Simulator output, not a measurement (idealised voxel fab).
process module | voxel self aligned vias
cross-section cut | 225 nm wide | cells 5 nm
A cross-section is a grid of square cells, given in bands from the top down. A band is one or more rows of cells.
Each band's line starts with the height of the band's top and of its bottom, in nm. Then come its materials from left to right, each with its width in nm. One material with "throughout" fills the band from edge to edge. "air" is empty space.
Height 0 is the level under which the wafer as received is all one material. The lowest band goes on downwards, as in "0 down".
A width such as "30 to 40" changes by the same amount from each row of cells to the next, from the band's top row to its bottom row.
"no change" after a step means that no cell of the cross-section changed.
closed voids: empty space of 8 cells or more with no open way to the top, each as width x height at its distance from the left edge, in nm
after a step's settings: what the simulator itself notes on the step
overlay nm, on a step with a mask: how far to the right of its planned place the mask lay; to the left if negative
plan
1 op RECEIVE | material Si
2 op CONFORMAL_DEP | material SiO2 | thk nm 15
3 op CONFORMAL_DEP | material SiCN | thk nm 5
4 op DIRECTIONAL_DEP | material SiO2 | thk nm 30
5 op DIRECTIONAL_DEP | material aC | thk nm 15
6 op PATTERN | tone open | mask id LINES | material resist | width nm 20 | pitch nm 55 | thk nm 30 | overlay nm 0
7 op DIRECTIONAL_ETCH | etch materials aC | depth nm 15
8 op STRIP | etch materials resist
9 op DIRECTIONAL_ETCH | etch materials SiO2 | depth nm 30
10 op STRIP | etch materials aC
11 op CONFORMAL_DEP | material TiN | thk nm 5
12 op FILL_DEP | material Ru | thk nm 5
13 op CMP | height nm 50
14 op SELECTIVE_ETCH | etch materials W Ru TiN | depth nm 5
15 op FILL_DEP | material SiN | thk nm 10
16 op CMP | height nm 50
17 op DIRECTIONAL_DEP | material SiO2 | thk nm 15
18 op PATTERN | tone open | mask id VIAS | material resist | width nm 40 | pitch nm 55 | thk nm 15 | overlay nm 0
19 op DIRECTIONAL_ETCH | etch materials SiO2 | depth nm 15
20 op DIRECTIONAL_ETCH | etch materials SiN | depth nm 5
21 op STRIP | etch materials resist
22 op CONFORMAL_DEP | material TiN | thk nm 5
23 op FILL_DEP | material Cu | thk nm 5
24 op CMP | height nm 65
25 op CONFORMAL_DEP | material SiN | thk nm 5
as received, after step 1
  0 down: Si throughout
  closed voids: none
first wafer at the end, as planned
  70 to 65: SiN throughout
  65 to 55: SiO2 65 | TiN 5 | Cu 30 | TiN 5 | SiO2 15 | TiN 5 | Cu 30 | TiN 5 | SiO2 65
  55 to 50: SiO2 65 | TiN 15 | Cu 10 | TiN 15 | SiO2 15 | TiN 15 | Cu 10 | TiN 15 | SiO2 65
  50 to 45: SiO2 75 | TiN 20 | SiO2 35 | TiN 20 | SiO2 75
  45 to 25: SiO2 75 | TiN 5 | Ru 10 | TiN 5 | SiO2 35 | TiN 5 | Ru 10 | TiN 5 | SiO2 75
  25 to 20: SiO2 75 | TiN 20 | SiO2 35 | TiN 20 | SiO2 75
  20 to 15: SiCN throughout
  15 to 0: SiO2 throughout
  0 down: Si throughout
  closed voids: none
second wafer at the end: like start, like plan, one mistake
  70 to 65: SiN throughout
  65 to 55: SiO2 70 | TiN 5 | Cu 25 | TiN 5 | SiO2 20 | TiN 5 | Cu 25 | TiN 5 | SiO2 65
  55 to 50: SiO2 70 | TiN 10 | Cu 10 | TiN 15 | SiO2 20 | TiN 10 | Cu 10 | TiN 15 | SiO2 65
  50 to 45: SiO2 75 | TiN 20 | SiO2 35 | TiN 20 | SiO2 75
  45 to 25: SiO2 75 | TiN 5 | Ru 10 | TiN 5 | SiO2 35 | TiN 5 | Ru 10 | TiN 5 | SiO2 75
  25 to 20: SiO2 75 | TiN 20 | SiO2 35 | TiN 20 | SiO2 75
  20 to 15: SiCN throughout
  15 to 0: SiO2 throughout
  0 down: Si throughout
  closed voids: none
what went wrong: step 18 ran as: op PATTERN | tone open | mask id VIAS | material resist | width nm 35 | pitch nm 55 | thk nm 15 | overlay nm 0
at the end the second wafer has, in cells: 4 fewer of Cu | 6 more of SiO2 | 2 fewer of TiN
